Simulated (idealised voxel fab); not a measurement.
process module | voxel wiring stack
cross-section cut | 200 nm wide | cells 5 nm
A cross-section is a grid of square cells, given in bands from the top down. A band is one or more rows of cells.
Each band's line starts with the height of the band's top and of its bottom, in nm. Then come its materials from left to right, each with its width in nm. One material with "throughout" fills the band from edge to edge. "air" is empty space.
Height 0 is the level under which the wafer as received is all one material. The lowest band goes on downwards, as in "0 down".
A width such as "30 to 40" changes by the same amount from each row of cells to the next, from the band's top row to its bottom row.
"no change" after a step means that no cell of the cross-section changed.
closed voids: empty space of 8 cells or more with no open way to the top, each as width x height at its distance from the left edge, in nm
after a step's settings: what the simulator itself notes on the step
overlay nm, on a step with a mask: how far to the right of its planned place the mask lay; to the left if negative
plan
1 op RECEIVE | material Si
2 op CONFORMAL_DEP | material SiO2 | thk nm 15
3 op DIRECTIONAL_DEP | material TiN | thk nm 5
4 op DIRECTIONAL_DEP | material Ru | thk nm 20
5 op MASKED_ETCH | tone cover | mask id METAL_1 | width nm 30 | pitch nm 60 | etch materials Ru | depth nm 20 | overlay nm -15
6 op MASKED_ETCH | tone cover | mask id METAL_1 | width nm 30 | pitch nm 60 | etch materials TiN | depth nm 5 | overlay nm 0
7 op CONFORMAL_DEP | material SiCN | thk nm 5
8 op FILL_DEP | material SiO2 | thk nm 5
9 op CMP | height nm 40
10 op CONFORMAL_DEP | material SiCN | thk nm 5
11 op DIRECTIONAL_DEP | material lowk | thk nm 30
12 op PATTERN | tone open | mask id METAL_2_HOLES | material resist | width nm 15 | pitch nm 60 | thk nm 20 | overlay nm 0
13 op DIRECTIONAL_ETCH | etch materials lowk | depth nm 30
14 op STRIP | etch materials resist
15 op MASKED_ETCH | tone open | mask id METAL_2 | width nm 30 | pitch nm 60 | etch materials lowk | depth nm 20 | overlay nm 0
16 op MASKED_ETCH | tone open | mask id METAL_2 | width nm 30 | pitch nm 60 | etch materials SiCN | depth nm 5 | overlay nm 0
17 op CONFORMAL_DEP | material TiN | thk nm 5
18 op FILL_DEP | material Cu | thk nm 10
19 op CMP | height nm 75
20 op CONFORMAL_DEP | material SiCN | thk nm 5
21 op DIRECTIONAL_DEP | material lowk | thk nm 35
22 op MASKED_ETCH | tone open | mask id METAL_3 | width nm 30 | pitch nm 60 | etch materials lowk | depth nm 20 | overlay nm 0
23 op MASKED_ETCH | tone open | mask id METAL_3_HOLES | width nm 15 | etch materials lowk | depth nm 15 | overlay nm 0
24 op MASKED_ETCH | tone open | mask id METAL_3_HOLES | width nm 15 | etch materials SiCN | depth nm 5 | overlay nm 0
25 op CONFORMAL_DEP | material TiN | thk nm 5
26 op FILL_DEP | material Ru | thk nm 10
27 op CMP | height nm 115
28 op CONFORMAL_DEP | material SiCN | thk nm 5
varied across the wafers: overlay nm of step 5. The plan shows the first wafer's value. All wafers start alike
first wafer as received, after step 1
  0 down: Si throughout
  closed voids: none
first wafer at the end, after step 28
  120 to 115: SiCN throughout
  115 to 100: lowk 55 | TiN 5 | Ru 20 | TiN 5 | lowk 30 | TiN 5 | Ru 20 | TiN 5 | lowk 55
  100 to 95: lowk 55 | TiN 5 | Ru 5 | TiN 20 | lowk 30 | TiN 30 | lowk 55
  95 to 80: lowk 55 | TiN 5 | Ru 5 | TiN 5 | lowk 130
  80 to 75: SiCN 55 | TiN 15 | SiCN 130
  75 to 60: lowk 55 | TiN 5 | Cu 20 | TiN 5 | lowk 30 | TiN 5 | Cu 20 | TiN 5 | lowk 55
  60 to 55: lowk 55 | TiN 5 | Cu 5 | TiN 20 | lowk 30 | TiN 5 | Cu 5 | TiN 20 | lowk 55
  55 to 45: lowk 55 | TiN 5 | Cu 5 | TiN 5 | lowk 45 | TiN 5 | Cu 5 | TiN 5 | lowk 70
  45 to 40: SiCN 55 | TiN 15 | SiCN 45 | TiN 15 | SiCN 70
  40 to 25: SiO2 35 | SiCN 5 | Ru 30 | SiCN 5 | SiO2 20 | SiCN 5 | Ru 30 | SiCN 5 | SiO2 65
  25 to 20: SiO2 35 | SiCN 5 | Ru 30 | SiCN 20 | SiO2 5 | SiCN 5 | Ru 30 | SiCN 20 | SiO2 50
  20 to 15: SiCN 40 | TiN 45 | SiCN 15 | TiN 45 | SiCN 55
  15 to 0: SiO2 throughout
  0 down: Si throughout
  closed voids: none
last wafer at the end
  120 to 115: SiCN throughout
  115 to 100: lowk 55 | TiN 5 | Ru 20 | TiN 5 | lowk 30 | TiN 5 | Ru 20 | TiN 5 | lowk 55
  100 to 95: lowk 55 | TiN 5 | Ru 5 | TiN 20 | lowk 30 | TiN 30 | lowk 55
  95 to 80: lowk 55 | TiN 5 | Ru 5 | TiN 5 | lowk 130
  80 to 75: SiCN 55 | TiN 15 | SiCN 130
  75 to 60: lowk 55 | TiN 5 | Cu 20 | TiN 5 | lowk 30 | TiN 5 | Cu 20 | TiN 5 | lowk 55
  60 to 55: lowk 55 | TiN 5 | Cu 5 | TiN 20 | lowk 30 | TiN 5 | Cu 5 | TiN 20 | lowk 55
  55 to 45: lowk 55 | TiN 5 | Cu 5 | TiN 5 | lowk 45 | TiN 5 | Cu 5 | TiN 5 | lowk 70
  45 to 40: SiCN 55 | TiN 15 | SiCN 45 | TiN 15 | SiCN 70
  40 to 25: SiO2 65 | SiCN 5 | Ru 30 | SiCN 5 | SiO2 20 | SiCN 5 | Ru 30 | SiCN 5 | SiO2 35
  25 to 20: SiO2 50 | SiCN 20 | Ru 30 | SiCN 5 | SiO2 5 | SiCN 20 | Ru 30 | SiCN 5 | SiO2 35
  20 to 15: SiCN 55 | TiN 45 | SiCN 15 | TiN 45 | SiCN 40
  15 to 0: SiO2 throughout
  0 down: Si throughout
  closed voids: none
each wafer at the end: cells of each material gained (+) or lost (-) since it was received, then its closed voids
overlay nm -15 | +30 Cu | +76 Ru | +155 SiCN | +210 SiO2 | +86 TiN | +403 lowk | closed voids: none
overlay nm -10 | +30 Cu | +76 Ru | +155 SiCN | +212 SiO2 | +84 TiN | +403 lowk | closed voids: none
overlay nm -5 | +30 Cu | +76 Ru | +155 SiCN | +214 SiO2 | +82 TiN | +403 lowk | closed voids: none
overlay nm 0 | +30 Cu | +76 Ru | +155 SiCN | +216 SiO2 | +80 TiN | +403 lowk | closed voids: none
overlay nm 5 | +30 Cu | +76 Ru | +155 SiCN | +214 SiO2 | +82 TiN | +403 lowk | closed voids: none
overlay nm 10 | +30 Cu | +76 Ru | +155 SiCN | +212 SiO2 | +84 TiN | +403 lowk | closed voids: none
overlay nm 15 | +30 Cu | +76 Ru | +155 SiCN | +210 SiO2 | +86 TiN | +403 lowk | closed voids: none
